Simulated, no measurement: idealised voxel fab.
The following is a process module called voxel gate over fins.
Section shown: cut. Width: 150 nm. Cell size: 5 nm, square.
Cross-section, as written here: a square-cell grid given band by band from the top down, where a band holds one or more rows of cells.
Top, bottom (nm), then materials left to right with widths (nm); lone material tagged "edge to edge" fills the whole band edge to edge; "air" = empty space.
Height reference: 0 = level under which incoming wafer is all one material. Lowest band: no bottom, runs on downward, e.g. "z 0 and below".
Note: "30..40" means the width goes from the first number (top row of the band) to the second number (bottom row) in equal steps per row of cells.
"left unchanged" after a step means that no cell of the cross-section changed.
Any empty space of 8 cells or more lacking an open way to the top shows up in "Voids, enclosed" as width x height at distance, distance from the left edge, in nm.
Past the settings on a step's line: simulator remark, on that step.
The setting "overlay nm" may be written on the line of a step. When the step uses a mask, the value reports how far to the right of the planned place the mask lay, and a negative value reports that it lay to the left.
Note: before/after cross-section pairs follow, one process step per pair, after-side truncated at the lowest changed band, step and settings given beneath. Different runs of this module on the same starting wafer may supply the pairs; a pair continues the one above only where the "Before processing step" entry says so.

[Before processing step]
    z 0 and below = Si edge to edge
    Voids, enclosed: none

[Step Result]
    z 10 to 0 = SiN edge to edge
    Nothing below the height 0 has changed.
    Voids, enclosed: none
The before and after cross-sections above are linked by CONFORMAL_DEP, material SiN, thk nm 10

Before processing step: = after-state of the pair above.

[Step Result]
    z 25 to 10 = aC edge to edge
    Nothing below the height 10 has changed.
    Voids, enclosed: none
The before and after cross-sections above are linked by DIRECTIONAL_DEP, material aC, thk nm 15

Before processing step: = after-state of the pair above.

[Step Result]
    z 60 to 25 = air 50 nm, resist 15 nm, air 20 nm, resist 15 nm, air 50 nm
    Nothing below the height 25 has changed.
    Voids, enclosed: none
The before and after cross-sections above are linked by PATTERN, tone cover, mask id FINS, material resist, width nm 15, pitch nm 35, thk nm 35, overlay nm 0

Before processing step: = after-state of the pair above.

[Step Result]
    z 45 to 25 = air 50 nm, resist 15 nm, air 20 nm, resist 15 nm, air 50 nm
    z 25 to 10 = air 50 nm, aC 15 nm, air 20 nm, aC 15 nm, air 50 nm
    Nothing below the height 10 has changed.
    Voids, enclosed: none
The before and after cross-sections above are linked by DIRECTIONAL_ETCH, etch materials aC, depth nm 15

Before processing step: = after-state of the pair above.

[Step Result]
    z 25 to 10 = air 50 nm, aC 15 nm, air 20 nm, aC 15 nm, air 50 nm
    Nothing below the height 10 has changed.
    Voids, enclosed: none
The before and after cross-sections above are linked by STRIP, etch materials resist

Before processing step: = after-state of the pair above.

[Step Result]
    z 25 to 10 = air 50 nm, aC 15 nm, air 20 nm, aC 15 nm, air 50 nm
    z 10 to 0 = air 50 nm, SiN 15 nm, air 20 nm, SiN 15 nm, air 50 nm
    Nothing below the height 0 has changed.
    Voids, enclosed: none
The before and after cross-sections above are linked by DIRECTIONAL_ETCH, etch materials SiN, depth nm 10

Before processing step: = after-state of the pair above.

[Step Result]
    z 25 to 10 = air 50 nm, aC 15 nm, air 20 nm, aC 15 nm, air 50 nm
    z 10 to 0 = air 50 nm, SiN 15 nm, air 20 nm, SiN 15 nm, air 50 nm
    z 0 to -35 = air 50 nm, Si 15 nm, air 20 nm, Si 15 nm, air 50 nm
    Nothing below the height -35 has changed.
    Voids, enclosed: none
The before and after cross-sections above are linked by DIRECTIONAL_ETCH, etch materials Si, depth nm 35

Before processing step: = after-state of the pair above.

[Step Result]
    z 10 to 0 = air 50 nm, SiN 15 nm, air 20 nm, SiN 15 nm, air 50 nm
    Nothing below the height 0 has changed.
    Voids, enclosed: none
The before and after cross-sections above are linked by STRIP, etch materials aC

Before processing step: = after-state of the pair above.

[Step Result]
    z 10 to 0 = air 50 nm, SiN 15 nm, air 20 nm, SiN 15 nm, air 50 nm
    z 0 to -35 = air 50 nm, SiO2 5 nm, Si 5 nm, SiO2 5 nm, air 20 nm, SiO2 5 nm, Si 5 nm, SiO2 5 nm, air 50 nm
    z -35 to -40 = SiO2 55 nm, Si 5 nm, SiO2 30 nm, Si 5 nm, SiO2 55 nm
    Nothing below the height -40 has changed.
    Voids, enclosed: none
The before and after cross-sections above are linked by OXIDIZE, depth nm 5

Before processing step: = after-state of the pair above.

[Step Result]
    z 25 to 10 = SiO2 edge to edge
    z 10 to 0 = SiO2 50 nm, SiN 15 nm, SiO2 20 nm, SiN 15 nm, SiO2 50 nm
    z 0 to -40 = SiO2 55 nm, Si 5 nm, SiO2 30 nm, Si 5 nm, SiO2 55 nm
    Nothing below the height -40 has changed.
    Voids, enclosed: none
The before and after cross-sections above are linked by FILL_DEP, material SiO2, thk nm 15

Before processing step: = after-state of the pair above.

[Step Result]
    z 10 to 0 = SiO2 50 nm, SiN 15 nm, SiO2 20 nm, SiN 15 nm, SiO2 50 nm
    Nothing below the height 0 has changed.
    Voids, enclosed: none
The before and after cross-sections above are linked by CMP, height nm 10

Before processing step: = after-state of the pair above.

[Step Result]
    z 10 to 0 = air 50 nm, SiN 15 nm, air 20 nm, SiN 15 nm, air 50 nm
    z 0 to -15 = air 55 nm, Si 5 nm, air 30 nm, Si 5 nm, air 55 nm
    Nothing below the height -15 has changed.
    Voids, enclosed: none
The before and after cross-sections above are linked by SELECTIVE_ETCH, etch materials SiO2, depth nm 25

Before processing step: = after-state of the pair above.

[Step Result]
    z 0 to -15 = air 55 nm, Si 5 nm, air 30 nm, Si 5 nm, air 55 nm
    Nothing below the height -15 has changed.
    Voids, enclosed: none
The before and after cross-sections above are linked by STRIP, etch materials SiN

Before processing step: = after-state of the pair above.

[Step Result]
    z 5 to 0 = air 50 nm, HfO2 15 nm, air 20 nm, HfO2 15 nm, air 50 nm
    z 0 to -10 = air 50 nm, HfO2 5 nm, Si 5 nm, HfO2 5 nm, air 20 nm, HfO2 5 nm, Si 5 nm, HfO2 5 nm, air 50 nm
    z -10 to -15 = HfO2 55 nm, Si 5 nm, HfO2 30 nm, Si 5 nm, HfO2 55 nm
    Nothing below the height -15 has changed.
    Voids, enclosed: none
The before and after cross-sections above are linked by CONFORMAL_DEP, material HfO2, thk nm 5

Before processing step: = after-state of the pair above.

[Step Result]
    z 10 to 5 = air 45 nm, TiN 25 nm, air 10 nm, TiN 25 nm, air 45 nm
    z 5 to 0 = air 45 nm, TiN 5 nm, HfO2 15 nm, TiN 5 nm, air 10 nm, TiN 5 nm, HfO2 15 nm, TiN 5 nm, air 45 nm
    z 0 to -5 = air 45 nm, TiN 5 nm, HfO2 5 nm, Si 5 nm, HfO2 5 nm, TiN 5 nm, air 10 nm, TiN 5 nm, HfO2 5 nm, Si 5 nm, HfO2 5 nm, TiN 5 nm, air 45 nm
    z -5 to -10 = TiN 50 nm, HfO2 5 nm, Si 5 nm, HfO2 5 nm, TiN 20 nm, HfO2 5 nm, Si 5 nm, HfO2 5 nm, TiN 50 nm
    Nothing below the height -10 has changed.
    Voids, enclosed: none
The before and after cross-sections above are linked by CONFORMAL_DEP, material TiN, thk nm 5

Before processing step: = after-state of the pair above.

[Step Result]
    z 20 to 10 = W edge to edge
    z 10 to 5 = W 45 nm, TiN 25 nm, W 10 nm, TiN 25 nm, W 45 nm
    z 5 to 0 = W 45 nm, TiN 5 nm, HfO2 15 nm, TiN 5 nm, W 10 nm, TiN 5 nm, HfO2 15 nm, TiN 5 nm, W 45 nm
    z 0 to -5 = W 45 nm, TiN 5 nm, HfO2 5 nm, Si 5 nm, HfO2 5 nm, TiN 5 nm, W 10 nm, TiN 5 nm, HfO2 5 nm, Si 5 nm, HfO2 5 nm, TiN 5 nm, W 45 nm
    Nothing below the height -5 has changed.
    Voids, enclosed: none
The before and after cross-sections above are linked by FILL_DEP, material W, thk nm 10

Before processing step: = after-state of the pair above.

[Step Result]
    z 15 to 10 = W edge to edge
    Nothing below the height 10 has changed.
    Voids, enclosed: none
The before and after cross-sections above are linked by CMP, height nm 15

Before processing step: = after-state of the pair above.

[Step Result]
    z 20 to 15 = SiCN edge to edge
    Nothing below the height 15 has changed.
    Voids, enclosed: none
The before and after cross-sections above are linked by CONFORMAL_DEP, material SiCN, thk nm 5

[Before processing step]
    z 25 to 10 = SiO2 edge to edge
    z 10 to 0 = SiO2 50 nm, SiN 15 nm, SiO2 20 nm, SiN 15 nm, SiO2 50 nm
    z 0 to -40 = SiO2 55 nm, Si 5 nm, SiO2 30 nm, Si 5 nm, SiO2 55 nm
    z -40 and below = Si edge to edge
    Voids, enclosed: none

[Step Result]
    z 10 to 0 = air 50 nm, SiN 15 nm, air 20 nm, SiN 15 nm, air 50 nm
    Nothing below the height 0 has changed.
    Voids, enclosed: none
The before and after cross-sections above are linked by SELECTIVE_ETCH, etch materials SiO2, depth nm 25

Before processing step: = after-state of the pair above.

[Step Result]
    z 0 to -40 = SiO2 55 nm, Si 5 nm, SiO2 30 nm, Si 5 nm, SiO2 55 nm
    Nothing below the height -40 has changed.
    Voids, enclosed: none
The before and after cross-sections above are linked by STRIP, etch materials SiN

Before processing step: = after-state of the pair above.

[Step Result]
    z 5 to 0 = HfO2 edge to edge
    Nothing below the height 0 has changed.
    Voids, enclosed: none
The before and after cross-sections above are linked by CONFORMAL_DEP, material HfO2, thk nm 5

Before processing step: = after-state of the pair above.

[Step Result]
    z 10 to 5 = TiN edge to edge
    Nothing below the height 5 has changed.
    Voids, enclosed: none
The before and after cross-sections above are linked by CONFORMAL_DEP, material TiN, thk nm 5

Before processing step: = after-state of the pair above.

[Step Result]
    z 20 to 10 = W edge to edge
    Nothing below the height 10 has changed.
    Voids, enclosed: none
The before and after cross-sections above are linked by FILL_DEP, material W, thk nm 10

Before processing step: = after-state of the pair above.

[Step Result]
    z 15 to 10 = W edge to edge
    Nothing below the height 10 has changed.
    Voids, enclosed: none
The before and after cross-sections above are linked by CMP, height nm 15

Before processing step: = after-state of the pair above.

[Step Result]
    z 20 to 15 = SiCN edge to edge
    Nothing below the height 15 has changed.
    Voids, enclosed: none
The before and after cross-sections above are linked by CONFORMAL_DEP, material SiCN, thk nm 5

[Before processing step]
    z 10 to 0 = air 50 nm, SiN 15 nm, air 20 nm, SiN 15 nm, air 50 nm
    z 0 to -15 = air 55 nm, Si 5 nm, air 30 nm, Si 5 nm, air 55 nm
    z -15 to -40 = SiO2 55 nm, Si 5 nm, SiO2 30 nm, Si 5 nm, SiO2 55 nm
    z -40 and below = Si edge to edge
    Voids, enclosed: none

[Step Result]
    z 10 to 0 = air 50 nm, SiN 15 nm, air 20 nm, SiN 15 nm, air 50 nm
    z 0 to -40 = air 55 nm, Si 5 nm, air 30 nm, Si 5 nm, air 55 nm
    Nothing below the height -40 has changed.
    Voids, enclosed: none
The before and after cross-sections above are linked by SELECTIVE_ETCH, etch materials SiO2, depth nm 25

Before processing step: = after-state of the pair above.

[Step Result]
    z 0 to -40 = air 55 nm, Si 5 nm, air 30 nm, Si 5 nm, air 55 nm
    Nothing below the height -40 has changed.
    Voids, enclosed: none
The before and after cross-sections above are linked by STRIP, etch materials SiN

Before processing step: = after-state of the pair above.

[Step Result]
    z 5 to 0 = air 50 nm, HfO2 15 nm, air 20 nm, HfO2 15 nm, air 50 nm
    z 0 to -35 = air 50 nm, HfO2 5 nm, Si 5 nm, HfO2 5 nm, air 20 nm, HfO2 5 nm, Si 5 nm, HfO2 5 nm, air 50 nm
    z -35 to -40 = HfO2 55 nm, Si 5 nm, HfO2 30 nm, Si 5 nm, HfO2 55 nm
    Nothing below the height -40 has changed.
    Voids, enclosed: none
The before and after cross-sections above are linked by CONFORMAL_DEP, material HfO2, thk nm 5

Before processing step: = after-state of the pair above.

[Step Result]
    z 10 to 5 = air 45 nm, TiN 25 nm, air 10 nm, TiN 25 nm, air 45 nm
    z 5 to 0 = air 45 nm, TiN 5 nm, HfO2 15 nm, TiN 5 nm, air 10 nm, TiN 5 nm, HfO2 15 nm, TiN 5 nm, air 45 nm
    z 0 to -30 = air 45 nm, TiN 5 nm, HfO2 5 nm, Si 5 nm, HfO2 5 nm, TiN 5 nm, air 10 nm, TiN 5 nm, HfO2 5 nm, Si 5 nm, HfO2 5 nm, TiN 5 nm, air 45 nm
    z -30 to -35 = TiN 50 nm, HfO2 5 nm, Si 5 nm, HfO2 5 nm, TiN 20 nm, HfO2 5 nm, Si 5 nm, HfO2 5 nm, TiN 50 nm
    Nothing below the height -35 has changed.
    Voids, enclosed: none
The before and after cross-sections above are linked by CONFORMAL_DEP, material TiN, thk nm 5

Before processing step: = after-state of the pair above.

[Step Result]
    z 20 to 10 = W edge to edge
    z 10 to 5 = W 45 nm, TiN 25 nm, W 10 nm, TiN 25 nm, W 45 nm
    z 5 to 0 = W 45 nm, TiN 5 nm, HfO2 15 nm, TiN 5 nm, W 10 nm, TiN 5 nm, HfO2 15 nm, TiN 5 nm, W 45 nm
    z 0 to -30 = W 45 nm, TiN 5 nm, HfO2 5 nm, Si 5 nm, HfO2 5 nm, TiN 5 nm, W 10 nm, TiN 5 nm, HfO2 5 nm, Si 5 nm, HfO2 5 nm, TiN 5 nm, W 45 nm
    Nothing below the height -30 has changed.
    Voids, enclosed: none
The before and after cross-sections above are linked by FILL_DEP, material W, thk nm 10

Before processing step: = after-state of the pair above.

[Step Result]
    z 15 to 10 = W edge to edge
    Nothing below the height 10 has changed.
    Voids, enclosed: none
The before and after cross-sections above are linked by CMP, height nm 15

Before processing step: = after-state of the pair above.

[Step Result]
    z 20 to 15 = SiCN edge to edge
    Nothing below the height 15 has changed.
    Voids, enclosed: none
The before and after cross-sections above are linked by CONFORMAL_DEP, material SiCN, thk nm 5

[Before processing step]
    z 0 to -15 = air 55 nm, Si 5 nm, air 30 nm, Si 5 nm, air 55 nm
    z -15 to -40 = SiO2 55 nm, Si 5 nm, SiO2 30 nm, Si 5 nm, SiO2 55 nm
    z -40 and below = Si edge to edge
    Voids, enclosed: none

[Step Result]
    z 5 to 0 = air 50 nm, TiN 15 nm, air 20 nm, TiN 15 nm, air 50 nm
    z 0 to -10 = air 50 nm, TiN 5 nm, Si 5 nm, TiN 5 nm, air 20 nm, TiN 5 nm, Si 5 nm, TiN 5 nm, air 50 nm
    z -10 to -15 = TiN 55 nm, Si 5 nm, TiN 30 nm, Si 5 nm, TiN 55 nm
    Nothing below the height -15 has changed.
    Voids, enclosed: none
The before and after cross-sections above are linked by CONFORMAL_DEP, material TiN, thk nm 5

Before processing step: = after-state of the pair above.

[Step Result]
    z 10 to 5 = air 45 nm, HfO2 25 nm, air 10 nm, HfO2 25 nm, air 45 nm
    z 5 to 0 = air 45 nm, HfO2 5 nm, TiN 15 nm, HfO2 5 nm, air 10 nm, HfO2 5 nm, TiN 15 nm, HfO2 5 nm, air 45 nm
    z 0 to -5 = air 45 nm, HfO2 5 nm, TiN 5 nm, Si 5 nm, TiN 5 nm, HfO2 5 nm, air 10 nm, HfO2 5 nm, TiN 5 nm, Si 5 nm, TiN 5 nm, HfO2 5 nm, air 45 nm
    z -5 to -10 = HfO2 50 nm, TiN 5 nm, Si 5 nm, TiN 5 nm, HfO2 20 nm, TiN 5 nm, Si 5 nm, TiN 5 nm, HfO2 50 nm
    Nothing below the height -10 has changed.
    Voids, enclosed: none
The before and after cross-sections above are linked by CONFORMAL_DEP, material HfO2, thk nm 5

Before processing step: = after-state of the pair above.

[Step Result]
    z 20 to 10 = W edge to edge
    z 10 to 5 = W 45 nm, HfO2 25 nm, W 10 nm, HfO2 25 nm, W 45 nm
    z 5 to 0 = W 45 nm, HfO2 5 nm, TiN 15 nm, HfO2 5 nm, W 10 nm, HfO2 5 nm, TiN 15 nm, HfO2 5 nm, W 45 nm
    z 0 to -5 = W 45 nm, HfO2 5 nm, TiN 5 nm, Si 5 nm, TiN 5 nm, HfO2 5 nm, W 10 nm, HfO2 5 nm, TiN 5 nm, Si 5 nm, TiN 5 nm, HfO2 5 nm, W 45 nm
    Nothing below the height -5 has changed.
    Voids, enclosed: none
The before and after cross-sections above are linked by FILL_DEP, material W, thk nm 10

Before processing step: = after-state of the pair above.

[Step Result]
    z 15 to 10 = W edge to edge
    Nothing below the height 10 has changed.
    Voids, enclosed: none
The before and after cross-sections above are linked by CMP, height nm 15

Before processing step: = after-state of the pair above.

[Step Result]
    z 20 to 15 = SiCN edge to edge
    Nothing below the height 15 has changed.
    Voids, enclosed: none
The before and after cross-sections above are linked by CONFORMAL_DEP, material SiCN, thk nm 5

[Before processing step]
    z 15 to 10 = W edge to edge
    z 10 to 5 = W 45 nm, TiN 25 nm, W 10 nm, TiN 25 nm, W 45 nm
    z 5 to 0 = W 45 nm, TiN 5 nm, HfO2 15 nm, TiN 5 nm, W 10 nm, TiN 5 nm, HfO2 15 nm, TiN 5 nm, W 45 nm
    z 0 to -5 = W 45 nm, TiN 5 nm, HfO2 5 nm, Si 5 nm, HfO2 5 nm, TiN 5 nm, W 10 nm, TiN 5 nm, HfO2 5 nm, Si 5 nm, HfO2 5 nm, TiN 5 nm, W 45 nm
    z -5 to -10 = TiN 50 nm, HfO2 5 nm, Si 5 nm, HfO2 5 nm, TiN 20 nm, HfO2 5 nm, Si 5 nm, HfO2 5 nm, TiN 50 nm
    z -10 to -15 = HfO2 55 nm, Si 5 nm, HfO2 30 nm, Si 5 nm, HfO2 55 nm
    z -15 to -40 = SiO2 55 nm, Si 5 nm, SiO2 30 nm, Si 5 nm, SiO2 55 nm
    z -40 and below = Si edge to edge
    Voids, enclosed: none

[Step Result]
    z 30 to 15 = SiCN edge to edge
    Nothing below the height 15 has changed.
    Voids, enclosed: none
The before and after cross-sections above are linked by CONFORMAL_DEP, material SiCN, thk nm 15

[Before processing step]
    z 25 to 10 = aC edge to edge
    z 10 to 0 = SiN edge to edge
    z 0 and below = Si edge to edge
    Voids, enclosed: none

[Step Result]
    z 60 to 25 = air 50 nm, resist 20 nm, air 15 nm, resist 20 nm, air 45 nm
    Nothing below the height 25 has changed.
    Voids, enclosed: none
The before and after cross-sections above are linked by PATTERN, tone cover, mask id FINS, material resist, width nm 20, pitch nm 35, thk nm 35, overlay nm 0

Before processing step: = after-state of the pair above.

[Step Result]
    z 45 to 25 = air 50 nm, resist 20 nm, air 15 nm, resist 20 nm, air 45 nm
    z 25 to 10 = air 50 nm, aC 20 nm, air 15 nm, aC 20 nm, air 45 nm
    Nothing below the height 10 has changed.
    Voids, enclosed: none
The before and after cross-sections above are linked by DIRECTIONAL_ETCH, etch materials aC, depth nm 15

Before processing step: = after-state of the pair above.

[Step Result]
    z 25 to 10 = air 50 nm, aC 20 nm, air 15 nm, aC 20 nm, air 45 nm
    Nothing below the height 10 has changed.
    Voids, enclosed: none
The before and after cross-sections above are linked by STRIP, etch materials resist

Before processing step: = after-state of the pair above.

[Step Result]
    z 25 to 10 = air 50 nm, aC 20 nm, air 15 nm, aC 20 nm, air 45 nm
    z 10 to 0 = air 50 nm, SiN 20 nm, air 15 nm, SiN 20 nm, air 45 nm
    Nothing below the height 0 has changed.
    Voids, enclosed: none
The before and after cross-sections above are linked by DIRECTIONAL_ETCH, etch materials SiN, depth nm 10

Before processing step: = after-state of the pair above.

[Step Result]
    z 25 to 10 = air 50 nm, aC 20 nm, air 15 nm, aC 20 nm, air 45 nm
    z 10 to 0 = air 50 nm, SiN 20 nm, air 15 nm, SiN 20 nm, air 45 nm
    z 0 to -35 = air 50 nm, Si 20 nm, air 15 nm, Si 20 nm, air 45 nm
    Nothing below the height -35 has changed.
    Voids, enclosed: none
The before and after cross-sections above are linked by DIRECTIONAL_ETCH, etch materials Si, depth nm 35

Before processing step: = after-state of the pair above.

[Step Result]
    z 10 to 0 = air 50 nm, SiN 20 nm, air 15 nm, SiN 20 nm, air 45 nm
    Nothing below the height 0 has changed.
    Voids, enclosed: none
The before and after cross-sections above are linked by STRIP, etch materials aC

Before processing step: = after-state of the pair above.

[Step Result]
    z 10 to 0 = air 50 nm, SiN 20 nm, air 15 nm, SiN 20 nm, air 45 nm
    z 0 to -35 = air 50 nm, SiO2 5 nm, Si 10 nm, SiO2 5 nm, air 15 nm, SiO2 5 nm, Si 10 nm, SiO2 5 nm, air 45 nm
    z -35 to -40 = SiO2 55 nm, Si 10 nm, SiO2 25 nm, Si 10 nm, SiO2 50 nm
    Nothing below the height -40 has changed.
    Voids, enclosed: none
The before and after cross-sections above are linked by OXIDIZE, depth nm 5

Before processing step: = after-state of the pair above.

[Step Result]
    z 25 to 10 = SiO2 edge to edge
    z 10 to 0 = SiO2 50 nm, SiN 20 nm, SiO2 15 nm, SiN 20 nm, SiO2 45 nm
    z 0 to -40 = SiO2 55 nm, Si 10 nm, SiO2 25 nm, Si 10 nm, SiO2 50 nm
    Nothing below the height -40 has changed.
    Voids, enclosed: none
The before and after cross-sections above are linked by FILL_DEP, material SiO2, thk nm 15

Before processing step: = after-state of the pair above.

[Step Result]
    z 10 to 0 = SiO2 50 nm, SiN 20 nm, SiO2 15 nm, SiN 20 nm, SiO2 45 nm
    Nothing below the height 0 has changed.
    Voids, enclosed: none
The before and after cross-sections above are linked by CMP, height nm 10

Before processing step: = after-state of the pair above.

[Step Result]
    z 10 to 0 = air 50 nm, SiN 20 nm, air 15 nm, SiN 20 nm, air 45 nm
    z 0 to -15 = air 55 nm, Si 10 nm, air 25 nm, Si 10 nm, air 50 nm
    Nothing below the height -15 has changed.
    Voids, enclosed: none
The before and after cross-sections above are linked by SELECTIVE_ETCH, etch materials SiO2, depth nm 25

Before processing step: = after-state of the pair above.

[Step Result]
    z 0 to -15 = air 55 nm, Si 10 nm, air 25 nm, Si 10 nm, air 50 nm
    Nothing below the height -15 has changed.
    Voids, enclosed: none
The before and after cross-sections above are linked by STRIP, etch materials SiN

Before processing step: = after-state of the pair above.

[Step Result]
    z 5 to 0 = air 50 nm, HfO2 20 nm, air 15 nm, HfO2 20 nm, air 45 nm
    z 0 to -10 = air 50 nm, HfO2 5 nm, Si 10 nm, HfO2 5 nm, air 15 nm, HfO2 5 nm, Si 10 nm, HfO2 5 nm, air 45 nm
    z -10 to -15 = HfO2 55 nm, Si 10 nm, HfO2 25 nm, Si 10 nm, HfO2 50 nm
    Nothing below the height -15 has changed.
    Voids, enclosed: none
The before and after cross-sections above are linked by CONFORMAL_DEP, material HfO2, thk nm 5

Before processing step: = after-state of the pair above.

[Step Result]
    z 10 to 5 = air 45 nm, TiN 30 nm, air 5 nm, TiN 30 nm, air 40 nm
    z 5 to 0 = air 45 nm, TiN 5 nm, HfO2 20 nm, TiN 5 nm, air 5 nm, TiN 5 nm, HfO2 20 nm, TiN 5 nm, air 40 nm
    z 0 to -5 = air 45 nm, TiN 5 nm, HfO2 5 nm, Si 10 nm, HfO2 5 nm, TiN 5 nm, air 5 nm, TiN 5 nm, HfO2 5 nm, Si 10 nm, HfO2 5 nm, TiN 5 nm, air 40 nm
    z -5 to -10 = TiN 50 nm, HfO2 5 nm, Si 10 nm, HfO2 5 nm, TiN 15 nm, HfO2 5 nm, Si 10 nm, HfO2 5 nm, TiN 45 nm
    Nothing below the height -10 has changed.
    Voids, enclosed: none
The before and after cross-sections above are linked by CONFORMAL_DEP, material TiN, thk nm 5

Before processing step: = after-state of the pair above.

[Step Result]
    z 20 to 10 = W edge to edge
    z 10 to 5 = W 45 nm, TiN 30 nm, W 5 nm, TiN 30 nm, W 40 nm
    z 5 to 0 = W 45 nm, TiN 5 nm, HfO2 20 nm, TiN 5 nm, W 5 nm, TiN 5 nm, HfO2 20 nm, TiN 5 nm, W 40 nm
    z 0 to -5 = W 45 nm, TiN 5 nm, HfO2 5 nm, Si 10 nm, HfO2 5 nm, TiN 5 nm, W 5 nm, TiN 5 nm, HfO2 5 nm, Si 10 nm, HfO2 5 nm, TiN 5 nm, W 40 nm
    Nothing below the height -5 has changed.
    Voids, enclosed: none
The before and after cross-sections above are linked by FILL_DEP, material W, thk nm 10

Before processing step: = after-state of the pair above.

[Step Result]
    z 15 to 10 = W edge to edge
    Nothing below the height 10 has changed.
    Voids, enclosed: none
The before and after cross-sections above are linked by CMP, height nm 15

Before processing step: = after-state of the pair above.

[Step Result]
    z 20 to 15 = SiCN edge to edge
    Nothing below the height 15 has changed.
    Voids, enclosed: none
The before and after cross-sections above are linked by CONFORMAL_DEP, material SiCN, thk nm 5

[Before processing step]
    z 25 to 10 = aC edge to edge
    z 10 to 0 = SiN edge to edge
    z 0 and below = Si edge to edge
    Voids, enclosed: none

[Step Result]
    z 60 to 25 = air 40 nm, resist 15 nm, air 20 nm, resist 15 nm, air 60 nm
    Nothing below the height 25 has changed.
    Voids, enclosed: none
The before and after cross-sections above are linked by PATTERN, tone cover, mask id FINS, material resist, width nm 15, pitch nm 35, thk nm 35, overlay nm -10

Before processing step: = after-state of the pair above.

[Step Result]
    z 45 to 25 = air 40 nm, resist 15 nm, air 20 nm, resist 15 nm, air 60 nm
    z 25 to 10 = air 40 nm, aC 15 nm, air 20 nm, aC 15 nm, air 60 nm
    Nothing below the height 10 has changed.
    Voids, enclosed: none
The before and after cross-sections above are linked by DIRECTIONAL_ETCH, etch materials aC, depth nm 15

Before processing step: = after-state of the pair above.

[Step Result]
    z 25 to 10 = air 40 nm, aC 15 nm, air 20 nm, aC 15 nm, air 60 nm
    Nothing below the height 10 has changed.
    Voids, enclosed: none
The before and after cross-sections above are linked by STRIP, etch materials resist

Before processing step: = after-state of the pair above.

[Step Result]
    z 25 to 10 = air 40 nm, aC 15 nm, air 20 nm, aC 15 nm, air 60 nm
    z 10 to 0 = air 40 nm, SiN 15 nm, air 20 nm, SiN 15 nm, air 60 nm
    Nothing below the height 0 has changed.
    Voids, enclosed: none
The before and after cross-sections above are linked by DIRECTIONAL_ETCH, etch materials SiN, depth nm 10

Before processing step: = after-state of the pair above.

[Step Result]
    z 25 to 10 = air 40 nm, aC 15 nm, air 20 nm, aC 15 nm, air 60 nm
    z 10 to 0 = air 40 nm, SiN 15 nm, air 20 nm, SiN 15 nm, air 60 nm
    z 0 to -35 = air 40 nm, Si 15 nm, air 20 nm, Si 15 nm, air 60 nm
    Nothing below the height -35 has changed.
    Voids, enclosed: none
The before and after cross-sections above are linked by DIRECTIONAL_ETCH, etch materials Si, depth nm 35

Before processing step: = after-state of the pair above.

[Step Result]
    z 10 to 0 = air 40 nm, SiN 15 nm, air 20 nm, SiN 15 nm, air 60 nm
    Nothing below the height 0 has changed.
    Voids, enclosed: none
The before and after cross-sections above are linked by STRIP, etch materials aC

Before processing step: = after-state of the pair above.

[Step Result]
    z 10 to 0 = air 40 nm, SiN 15 nm, air 20 nm, SiN 15 nm, air 60 nm
    z 0 to -35 = air 40 nm, SiO2 5 nm, Si 5 nm, SiO2 5 nm, air 20 nm, SiO2 5 nm, Si 5 nm, SiO2 5 nm, air 60 nm
    z -35 to -40 = SiO2 45 nm, Si 5 nm, SiO2 30 nm, Si 5 nm, SiO2 65 nm
    Nothing below the height -40 has changed.
    Voids, enclosed: none
The before and after cross-sections above are linked by OXIDIZE, depth nm 5

Before processing step: = after-state of the pair above.

[Step Result]
    z 25 to 10 = SiO2 edge to edge
    z 10 to 0 = SiO2 40 nm, SiN 15 nm, SiO2 20 nm, SiN 15 nm, SiO2 60 nm
    z 0 to -40 = SiO2 45 nm, Si 5 nm, SiO2 30 nm, Si 5 nm, SiO2 65 nm
    Nothing below the height -40 has changed.
    Voids, enclosed: none
The before and after cross-sections above are linked by FILL_DEP, material SiO2, thk nm 15

Before processing step: = after-state of the pair above.

[Step Result]
    z 10 to 0 = SiO2 40 nm, SiN 15 nm, SiO2 20 nm, SiN 15 nm, SiO2 60 nm
    Nothing below the height 0 has changed.
    Voids, enclosed: none
The before and after cross-sections above are linked by CMP, height nm 10

Before processing step: = after-state of the pair above.

[Step Result]
    z 10 to 0 = air 40 nm, SiN 15 nm, air 20 nm, SiN 15 nm, air 60 nm
    z 0 to -15 = air 45 nm, Si 5 nm, air 30 nm, Si 5 nm, air 65 nm
    Nothing below the height -15 has changed.
    Voids, enclosed: none
The before and after cross-sections above are linked by SELECTIVE_ETCH, etch materials SiO2, depth nm 25

Before processing step: = after-state of the pair above.

[Step Result]
    z 0 to -15 = air 45 nm, Si 5 nm, air 30 nm, Si 5 nm, air 65 nm
    Nothing below the height -15 has changed.
    Voids, enclosed: none
The before and after cross-sections above are linked by STRIP, etch materials SiN

Before processing step: = after-state of the pair above.

[Step Result]
    z 5 to 0 = air 40 nm, HfO2 15 nm, air 20 nm, HfO2 15 nm, air 60 nm
    z 0 to -10 = air 40 nm, HfO2 5 nm, Si 5 nm, HfO2 5 nm, air 20 nm, HfO2 5 nm, Si 5 nm, HfO2 5 nm, air 60 nm
    z -10 to -15 = HfO2 45 nm, Si 5 nm, HfO2 30 nm, Si 5 nm, HfO2 65 nm
    Nothing below the height -15 has changed.
    Voids, enclosed: none
The before and after cross-sections above are linked by CONFORMAL_DEP, material HfO2, thk nm 5

Before processing step: = after-state of the pair above.

[Step Result]
    z 10 to 5 = air 35 nm, TiN 25 nm, air 10 nm, TiN 25 nm, air 55 nm
    z 5 to 0 = air 35 nm, TiN 5 nm, HfO2 15 nm, TiN 5 nm, air 10 nm, TiN 5 nm, HfO2 15 nm, TiN 5 nm, air 55 nm
    z 0 to -5 = air 35 nm, TiN 5 nm, HfO2 5 nm, Si 5 nm, HfO2 5 nm, TiN 5 nm, air 10 nm, TiN 5 nm, HfO2 5 nm, Si 5 nm, HfO2 5 nm, TiN 5 nm, air 55 nm
    z -5 to -10 = TiN 40 nm, HfO2 5 nm, Si 5 nm, HfO2 5 nm, TiN 20 nm, HfO2 5 nm, Si 5 nm, HfO2 5 nm, TiN 60 nm
    Nothing below the height -10 has changed.
    Voids, enclosed: none
The before and after cross-sections above are linked by CONFORMAL_DEP, material TiN, thk nm 5
